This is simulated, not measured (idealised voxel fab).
The name of this process module is voxel trench capacitor.
This is section cut - it's 190 nm across, gridded in 5 nm square cells.
A cross-section in this document is a grid of square cells, and it is written down as bands, the top band listed before the ones below it; a band is made up of one or more rows of cells. This entry defines a band. It first specifies the height of the band's top and the height of its bottom in nm, and then specifies the band's materials from left to right, stating each material with its width in nm. The word "everywhere" identifies a single material that fills the band from edge to edge, while the word "blank" identifies empty space. Height 0 is the level under which the wafer as received is all one material. The lowest band goes on downwards, as in "from 0 down". Note: "30 to 40" means the width goes from the first number (top row of the band) to the second number (bottom row) in equal steps per row of cells. "changes: none" for a step: no cell of the cross-section changed in that step. You'll see "Enclosed internal cavities" listing empty spaces that have no way open to the top, as long as they're 8 cells or more; the notation is width x height at distance, where the distance is from the left edge, and all of it is in nm. It should be noted that, on the line of a given step, the content following the step's settings is a remark produced by the simulator itself with respect to that step. The setting "overlay nm" may be written on the line of a step. When the step uses a mask, the value reports how far to the right of the planned place the mask lay, and a negative value reports that it lay to the left.
# Process steps - plan
1. RECEIVE (material Si)
2. CONFORMAL_DEP (material SiN; thk nm 5)
3. PATTERN (tone open; mask id TRENCH; material resist; width nm 25; pitch nm 55; thk nm 20; overlay nm 0)
4. DIRECTIONAL_ETCH (etch materials SiN; depth nm 5)
5. DIRECTIONAL_ETCH (etch materials Si; depth nm 35)
6. STRIP (etch materials resist)
7. CONFORMAL_DEP (material HfO2; thk nm 5)
8. CONFORMAL_DEP (material TiN; thk nm 5)
9. FILL_DEP (material W; thk nm 5)
10. CMP (height nm 5)
# As received (post step 1): cross-section
from 0 down | Si everywhere
Enclosed internal cavities: none
# Look at the cross-section after the module: the wafer started out the way shown above and the plan was the one shown above, yet one mistake was made along the way
from 0 to -25 | Si 55 nm, HfO2 5 nm, TiN 5 nm, W 5 nm, TiN 5 nm, HfO2 5 nm, Si 30 nm, HfO2 5 nm, TiN 5 nm, W 5 nm, TiN 5 nm, HfO2 5 nm, Si 55 nm
from -25 to -30 | Si 55 nm, HfO2 5 nm, TiN 15 nm, HfO2 5 nm, Si 30 nm, HfO2 5 nm, TiN 15 nm, HfO2 5 nm, Si 55 nm
from -30 to -35 | Si 55 nm, HfO2 25 nm, Si 30 nm, HfO2 25 nm, Si 55 nm
from -35 down | Si everywhere
Enclosed internal cavities: none
So what did we get wrong on this run? note that step 10 departed from the planned setting and was carried out as CMP (height nm 0)
